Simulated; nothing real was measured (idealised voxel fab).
process module | voxel wiring stack
cross-section cut | 250 nm wide | cells 5 nm
A cross-section is a grid of square cells, given in bands from the top down. A band is one or more rows of cells.
Each band's line starts with the height of the band's top and of its bottom, in nm. Then come its materials from left to right, each with its width in nm. One material with "throughout" fills the band from edge to edge. "air" is empty space.
Height 0 is the level under which the wafer as received is all one material. The lowest band goes on downwards, as in "0 down".
A width such as "30 to 40" changes by the same amount from each row of cells to the next, from the band's top row to its bottom row.
"no change" after a step means that no cell of the cross-section changed.
closed voids: empty space of 8 cells or more with no open way to the top, each as width x height at its distance from the left edge, in nm
after a step's settings: what the simulator itself notes on the step
overlay nm, on a step with a mask: how far to the right of its planned place the mask lay; to the left if negative
plan
1 op RECEIVE | material Si
2 op CONFORMAL_DEP | material SiO2 | thk nm 15
3 op CONFORMAL_DEP | material SiN | thk nm 5
4 op DIRECTIONAL_DEP | material lowk | thk nm 25
5 op MASKED_ETCH | tone open | mask id METAL_1 | width nm 30 | pitch nm 50 | etch materials lowk | depth nm 25 | overlay nm 0
6 op MASKED_ETCH | tone open | mask id METAL_1 | width nm 30 | pitch nm 50 | etch materials SiN | depth nm 5 | overlay nm 0
7 op CONFORMAL_DEP | material TiN | thk nm 5
8 op FILL_DEP | material Cu | thk nm 10
9 op CMP | height nm 45
10 op CONFORMAL_DEP | material SiCN | thk nm 5
11 op DIRECTIONAL_DEP | material lowk | thk nm 15
12 op DIRECTIONAL_DEP | material aC | thk nm 15
13 op PATTERN | tone open | mask id PLUG_1 | material resist | width nm 15 | pitch nm 50 | thk nm 30 | overlay nm 0
14 op DIRECTIONAL_ETCH | etch materials aC | depth nm 15
15 op STRIP | etch materials resist
16 op DIRECTIONAL_ETCH | etch materials lowk | depth nm 15
17 op DIRECTIONAL_ETCH | etch materials SiCN | depth nm 5
18 op STRIP | etch materials aC
19 op CONFORMAL_DEP | material TiN | thk nm 5
20 op FILL_DEP | material W | thk nm 10
21 op CMP | height nm 65
22 op CONFORMAL_DEP | material SiCN | thk nm 5
23 op DIRECTIONAL_DEP | material SiO2 | thk nm 20
24 op DIRECTIONAL_DEP | material aC | thk nm 15
25 op PATTERN | tone open | mask id METAL_2 | material resist | width nm 30 | pitch nm 50 | thk nm 35 | overlay nm 0
26 op DIRECTIONAL_ETCH | etch materials aC | depth nm 15
27 op STRIP | etch materials resist
28 op DIRECTIONAL_ETCH | etch materials SiO2 | depth nm 20
29 op DIRECTIONAL_ETCH | etch materials SiCN | depth nm 5
30 op STRIP | etch materials aC
31 op CONFORMAL_DEP | material TiN | thk nm 5
32 op FILL_DEP | material Cu | thk nm 5
33 op CMP | height nm 90
34 op CONFORMAL_DEP | material SiCN | thk nm 5
35 op DIRECTIONAL_DEP | material lowk | thk nm 10
36 op DIRECTIONAL_DEP | material aC | thk nm 10
37 op PATTERN | tone open | mask id PLUG_2 | material resist | width nm 15 | pitch nm 50 | thk nm 25 | overlay nm 0
38 op DIRECTIONAL_ETCH | etch materials aC | depth nm 10
39 op STRIP | etch materials resist
40 op DIRECTIONAL_ETCH | etch materials lowk | depth nm 10
41 op DIRECTIONAL_ETCH | etch materials SiCN | depth nm 5
42 op STRIP | etch materials aC
43 op EPI | material Ru | thk nm 10
44 op EPI | material Ru | thk nm 5
45 op CONFORMAL_DEP | material SiN | thk nm 5
46 op DIRECTIONAL_DEP | material SiO2 | thk nm 15
47 op DIRECTIONAL_DEP | material aC | thk nm 15
48 op PATTERN | tone open | mask id METAL_3 | material resist | width nm 30 | pitch nm 50 | thk nm 35 | overlay nm 0
49 op DIRECTIONAL_ETCH | etch materials aC | depth nm 15
50 op STRIP | etch materials resist
51 op DIRECTIONAL_ETCH | etch materials SiO2 | depth nm 15
52 op DIRECTIONAL_ETCH | etch materials SiN | depth nm 5
53 op STRIP | etch materials aC
54 op CONFORMAL_DEP | material TiN | thk nm 5
55 op FILL_DEP | material Cu | thk nm 5
56 op CMP | height nm 125
57 op EPI | material Ru | thk nm 5
58 op FILL_DEP | material SiCN | thk nm 5
as received, after step 1
  0 down: Si throughout
  closed voids: none
a wafer at the end: this start, this plan, one mistake
  135 to 130: SiCN throughout
  130 to 125: SiCN 30 | Ru 40 | SiCN 10 | Ru 40 | SiCN 10 | Ru 40 | SiCN 10 | Ru 40 | SiCN 30
  125 to 120: SiO2 35 | TiN 5 | Cu 20 | TiN 5 | SiO2 20 | TiN 5 | Cu 20 | TiN 5 | SiO2 20 | TiN 5 | Cu 20 | TiN 5 | SiO2 20 | TiN 5 | Cu 20 | TiN 5 | SiO2 35
  120 to 115: SiO2 20 | SiN 15 | TiN 30 | SiO2 5 | SiN 15 | TiN 30 | SiO2 5 | SiN 15 | TiN 30 | SiO2 5 | SiN 15 | TiN 30 | SiO2 35
  115 to 110: SiO2 20 | SiN 5 | Ru 35 | SiN 5 | SiO2 5 | SiN 5 | Ru 35 | SiN 5 | SiO2 5 | SiN 5 | Ru 35 | SiN 5 | SiO2 5 | SiN 5 | Ru 35 | SiN 5 | SiO2 35
  110 to 105: SiN 25 | Ru 35 | SiN 15 | Ru 35 | SiN 15 | Ru 35 | SiN 15 | Ru 35 | SiN 40
  105 to 95: lowk 35 | Ru 15 | lowk 35 | Ru 15 | lowk 35 | Ru 15 | lowk 35 | Ru 15 | lowk 50
  95 to 90: SiCN 35 | Ru 15 | SiCN 35 | Ru 15 | SiCN 35 | Ru 15 | SiCN 35 | Ru 15 | SiCN 50
  90 to 70: SiO2 35 | TiN 5 | Cu 20 | TiN 5 | SiO2 20 | TiN 5 | Cu 20 | TiN 5 | SiO2 20 | TiN 5 | Cu 20 | TiN 5 | SiO2 20 | TiN 5 | Cu 20 | TiN 5 | SiO2 35
  70 to 65: SiCN 35 | TiN 30 | SiCN 20 | TiN 30 | SiCN 20 | TiN 30 | SiCN 20 | TiN 30 | SiCN 35
  65 to 50: lowk 35 | TiN 5 | W 5 | TiN 5 | lowk 35 | TiN 5 | W 5 | TiN 5 | lowk 35 | TiN 5 | W 5 | TiN 5 | lowk 35 | TiN 5 | W 5 | TiN 5 | lowk 50
  50 to 45: SiCN 35 | TiN 15 | SiCN 35 | TiN 15 | SiCN 35 | TiN 15 | SiCN 35 | TiN 15 | SiCN 50
  45 to 20: lowk 35 | TiN 5 | Cu 20 | TiN 5 | lowk 20 | TiN 5 | Cu 20 | TiN 5 | lowk 20 | TiN 5 | Cu 20 | TiN 5 | lowk 20 | TiN 5 | Cu 20 | TiN 5 | lowk 35
  20 to 15: SiN 35 | TiN 30 | SiN 20 | TiN 30 | SiN 20 | TiN 30 | SiN 20 | TiN 30 | SiN 35
  15 to 0: SiO2 throughout
  0 down: Si throughout
  closed voids: none
what went wrong: step 43 was run twice
